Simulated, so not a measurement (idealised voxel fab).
process module | voxel trench capacitor
This is section cut - it's 250 nm across, gridded in 5 nm square cells.
This document writes a cross-section as a grid whose cells are square, and gives it as bands, listed from the top down; one or more rows of cells form a band.
For a band, the entry starts with two heights in nm, that of the top and then that of the bottom, and carries on with the band's materials in order from left to right, each alongside its width in nm; the word "throughout" beside a single material means it fills the band edge to edge, and "air" means empty space.
Height datum 0, below which the as-received substrate wafer is one material. Lowest band open at the bottom, running downward: "0 nm and below".
Quick explanation for "30 to 40": the width changes in equal steps down the rows of cells, from the first number in the band's top row to the second number in its bottom row.
"left unchanged" means the step left every cell of the cross-section as it was.
What "Sealed void inventory" gives you is every empty space of 8 cells or more that is cut off from the top. Each appears as width x height at distance, with the distance taken from the left edge and width, height and distance all in nm.
The remark found on a step's line after its settings is issued by the simulator itself and pertains to that step.
Each step line may optionally specify "overlay nm", which for a step with a mask gives the rightward distance between the mask's planned place and where it lay, a negative value indicating the leftward direction.

[Here's what the planned process steps look like]
1: RECEIVE,material Si
2: CONFORMAL_DEP,material SiN,thk nm 10
3: PATTERN,tone open,mask id TRENCH,material resist,width nm 30,pitch nm 55,thk nm 15,overlay nm 0
4: DIRECTIONAL_ETCH,etch materials SiN,depth nm 10
5: DIRECTIONAL_ETCH,etch materials Si,depth nm 40
6: STRIP,etch materials resist
7: CONFORMAL_DEP,material Al2O3,thk nm 5
8: CONFORMAL_DEP,material TiN,thk nm 5
9: FILL_DEP,material W,thk nm 5
10: CMP,height nm 10

[as received, after step 1]
- 0 nm and below: Si throughout
- Sealed void inventory: none

[Starting wafer: above. Plan: above. Run: one mistake. Cross-section after the module: below]
- 10 nm to 0 nm: SiN 25 nm  TiN 5 nm  Al2O3 5 nm  W 10 nm  Al2O3 5 nm  TiN 5 nm  SiN 25 nm  TiN 5 nm  Al2O3 5 nm  W 10 nm  Al2O3 5 nm  TiN 5 nm  SiN 25 nm  TiN 5 nm  Al2O3 5 nm  W 10 nm  Al2O3 5 nm  TiN 5 nm  SiN 25 nm  TiN 5 nm  Al2O3 5 nm  W 10 nm  Al2O3 5 nm  TiN 5 nm  SiN 30 nm
- 0 nm to -30 nm: Si 25 nm  TiN 5 nm  Al2O3 5 nm  W 10 nm  Al2O3 5 nm  TiN 5 nm  Si 25 nm  TiN 5 nm  Al2O3 5 nm  W 10 nm  Al2O3 5 nm  TiN 5 nm  Si 25 nm  TiN 5 nm  Al2O3 5 nm  W 10 nm  Al2O3 5 nm  TiN 5 nm  Si 25 nm  TiN 5 nm  Al2O3 5 nm  W 10 nm  Al2O3 5 nm  TiN 5 nm  Si 30 nm
- -30 nm to -35 nm: Si 25 nm  TiN 5 nm  Al2O3 20 nm  TiN 5 nm  Si 25 nm  TiN 5 nm  Al2O3 20 nm  TiN 5 nm  Si 25 nm  TiN 5 nm  Al2O3 20 nm  TiN 5 nm  Si 25 nm  TiN 5 nm  Al2O3 20 nm  TiN 5 nm  Si 30 nm
- -35 nm to -40 nm: Si 25 nm  TiN 30 nm  Si 25 nm  TiN 30 nm  Si 25 nm  TiN 30 nm  Si 25 nm  TiN 30 nm  Si 30 nm
- -40 nm and below: Si throughout
- Sealed void inventory: none
Error vs. plan: steps 7 and 8 swapped
